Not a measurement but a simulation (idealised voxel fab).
A process module follows: voxel ribs on slabs.
In the cross-section labelled cut, the width is 240 nm and each square cell is 5 nm.
Cross-section spec: square-cell grid; bands listed top down; each band is one or more rows.
Heights first: top, then bottom, in nm. Then materials, left to right, each with a width in nm. "edge to edge" on a single material: fills the band edge to edge. "empty": empty space.
Note: height 0 marks the level under which the wafer is uniformly one material as received. Lowest band unbounded below, written "0..down".
A two-number width, for instance "30 to 40", indicates that the width is equal to the first number in the top row of the band and to the second number in the bottom row, and that it changes by a constant amount per row of cells.
Reading "all unchanged" for a step: not a cell of the cross-section changed in it.
Basically, "Closed void table" tells you about the enclosed voids: empty spaces with no open way to the top, 8 cells or bigger, each written width x height at distance, where distance is from the left edge, all in nm.
after a step's settings: what the simulator itself notes on the step
overlay nm: right-of-plan distance of the mask on a masked step; negative values mean left-of-plan.

-- This section lists the process steps that were planned
- 1: RECEIVE with material Si
- 2: DIRECTIONAL_DEP with material SiO2, thk nm 30
- 3: DIRECTIONAL_DEP with material SiN, thk nm 25
- 4: DIRECTIONAL_DEP with material aC, thk nm 10
- 5: PATTERN with tone cover, mask id RIB, material resist, width nm 25, thk nm 25, overlay nm 0
- 6: DIRECTIONAL_ETCH with etch materials aC, depth nm 10
- 7: STRIP with etch materials resist
- 8: DIRECTIONAL_ETCH with etch materials SiN, depth nm 10
- 9: STRIP with etch materials aC
- 10: PATTERN with tone cover, mask id SLAB, material resist, width nm 85, thk nm 20, overlay nm 0
- 11: DIRECTIONAL_ETCH with etch materials SiN, depth nm 15
- 12: STRIP with etch materials resist
- 13: FILL_DEP with material SiO2, thk nm 30
- 14: CMP with height nm 75
- 15: DIRECTIONAL_DEP with material W, thk nm 10
- 16: DIRECTIONAL_DEP with material aC, thk nm 15
- 17: PATTERN with tone cover, mask id HEATER, material resist, width nm 35, thk nm 35, overlay nm 0
- 18: DIRECTIONAL_ETCH with etch materials aC, depth nm 15
- 19: STRIP with etch materials resist
- 20: DIRECTIONAL_ETCH with etch materials W, depth nm 10
- 21: STRIP with etch materials aC
- 22: CONFORMAL_DEP with material SiN, thk nm 10

-- Wafer as received: cross-section following step 1
* 0..down  Si edge to edge
* Closed void table: none

-- Cross-section, first of two wafers, end of module, run as planned
* 95..85  empty 90  SiN 55  empty 95
* 85..75  SiN 100  W 35  SiN 105
* 75..55  SiO2 edge to edge
* 55..45  SiO2 105  SiN 25  SiO2 110
* 45..30  SiO2 75  SiN 85  SiO2 80
* 30..0  SiO2 edge to edge
* 0..down  Si edge to edge
* Closed void table: none

-- Wafer two, end of module, cross-section. Same start, same plan as wafer one. One mistake in the run
* 110..85  SiN edge to edge
* 85..75  W edge to edge
* 75..55  SiO2 edge to edge
* 55..45  SiO2 105  SiN 25  SiO2 110
* 45..30  SiO2 75  SiN 85  SiO2 80
* 30..0  SiO2 edge to edge
* 0..down  Si edge to edge
* Closed void table: none
Short version of what went wrong: for step 16, the planned setting was not used; the step was instead run as DIRECTIONAL_DEP with material SiN, thk nm 15
In the final state, the cell counts of the second wafer exceed or fall short of those of the first for the following materials: SiN +136, W +82
